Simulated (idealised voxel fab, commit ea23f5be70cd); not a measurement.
process module | voxel wiring stack
cross-section cut | 225 nm wide | cells 5 nm
A cross-section is a grid of square cells, given in bands from the top down. A band is one or more rows of cells.
Each band's line starts with the height of the band's top and of its bottom, in nm. Then come its materials from left to right, each with its width in nm. One material with "throughout" fills the band from edge to edge. "air" is empty space.
Height 0 is the level under which the wafer as received is all one material. The lowest band goes on downwards, as in "0 down".
A width such as "30 to 40" changes by the same amount from each row of cells to the next, from the band's top row to its bottom row.
"no change" after a step means that no cell of the cross-section changed.
closed voids: empty space of 8 cells or more with no open way to the top, each as width x height at its distance from the left edge, in nm
after a step's settings: what the simulator itself notes on the step
overlay nm, on a step with a mask: how far to the right of its planned place the mask lay; to the left if negative
plan
1 op RECEIVE | material Si
2 op CONFORMAL_DEP | material SiO2 | thk nm 10
3 op CONFORMAL_DEP | material SiCN | thk nm 5
4 op DIRECTIONAL_DEP | material SiO2 | thk nm 25
5 op MASKED_ETCH | tone open | mask id METAL_1 | width nm 25 | pitch nm 45 | etch materials SiO2 | depth nm 25 | overlay nm 0
6 op MASKED_ETCH | tone open | mask id METAL_1 | width nm 25 | pitch nm 45 | etch materials SiCN | depth nm 5 | overlay nm 0
7 op CONFORMAL_DEP | material TiN | thk nm 5
8 op FILL_DEP | material Ru | thk nm 5
9 op CMP | height nm 40
10 op CONFORMAL_DEP | material SiCN | thk nm 5
11 op DIRECTIONAL_DEP | material lowk | thk nm 30
12 op PATTERN | tone open | mask id METAL_2_HOLES | material resist | width nm 15 | thk nm 20 | overlay nm 0
13 op DIRECTIONAL_ETCH | etch materials lowk | depth nm 30
14 op STRIP | etch materials resist
15 op PATTERN | tone open | mask id METAL_2 | material resist | width nm 25 | pitch nm 45 | thk nm 15 | overlay nm 0
16 op DIRECTIONAL_ETCH | etch materials lowk | depth nm 15
17 op DIRECTIONAL_ETCH | etch materials SiCN | depth nm 5
18 op STRIP | etch materials resist
19 op CONFORMAL_DEP | material TiN | thk nm 5
20 op FILL_DEP | material Cu | thk nm 5
21 op CMP | height nm 75
22 op CONFORMAL_DEP | material SiCN | thk nm 5
23 op DIRECTIONAL_DEP | material SiO2 | thk nm 20
24 op PATTERN | tone open | mask id PLUG_2 | material resist | width nm 15 | pitch nm 45 | thk nm 20 | overlay nm 0
25 op DIRECTIONAL_ETCH | etch materials SiO2 | depth nm 20
26 op DIRECTIONAL_ETCH | etch materials SiCN | depth nm 5
27 op STRIP | etch materials resist
28 op EPI | material Ru | thk nm 10
29 op EPI | material Ru | thk nm 10
30 op EPI | material Ru | thk nm 5
31 op DIRECTIONAL_DEP | material TiN | thk nm 5
32 op DIRECTIONAL_DEP | material Ru | thk nm 20
33 op DIRECTIONAL_DEP | material aC | thk nm 15
34 op PATTERN | tone cover | mask id METAL_3 | material resist | width nm 25 | pitch nm 45 | thk nm 30 | overlay nm 0
35 op DIRECTIONAL_ETCH | etch materials aC | depth nm 15
36 op STRIP | etch materials resist
37 op DIRECTIONAL_ETCH | etch materials Ru | depth nm 20
38 op DIRECTIONAL_ETCH | etch materials TiN | depth nm 5
39 op STRIP | etch materials aC
40 op FILL_DEP | material SiO2 | thk nm 10
41 op CMP | height nm 125
42 op CONFORMAL_DEP | material SiCN | thk nm 5
as received, after step 1
  0 down: Si throughout
  closed voids: none
a wafer at the end: this start, this plan, one mistake
  130 to 125: SiCN throughout
  125 to 120: SiO2 75 | TiN 25 | SiO2 20 | TiN 25 | SiO2 80
  120 to 100: Ru throughout
  100 to 80: SiO2 75 | Ru 15 | SiO2 30 | Ru 15 | SiO2 90
  80 to 75: SiCN 75 | Ru 15 | SiCN 30 | Ru 15 | SiCN 90
  75 to 65: lowk 75 | TiN 5 | Cu 15 | TiN 5 | lowk 20 | TiN 5 | Cu 15 | TiN 5 | lowk 80
  65 to 60: lowk 75 | TiN 5 | Cu 5 | TiN 15 | lowk 20 | TiN 25 | lowk 80
  60 to 45: lowk 75 | TiN 5 | Cu 5 | TiN 5 | lowk 135
  45 to 40: SiCN 75 | TiN 15 | SiCN 135
  40 to 15: SiO2 75 | TiN 5 | Ru 15 | TiN 5 | SiO2 20 | TiN 5 | Ru 15 | TiN 5 | SiO2 80
  15 to 10: SiCN 75 | TiN 25 | SiCN 20 | TiN 25 | SiCN 80
  10 to 0: SiO2 throughout
  0 down: Si throughout
  closed voids: none
what went wrong: steps 31 and 32 were swapped
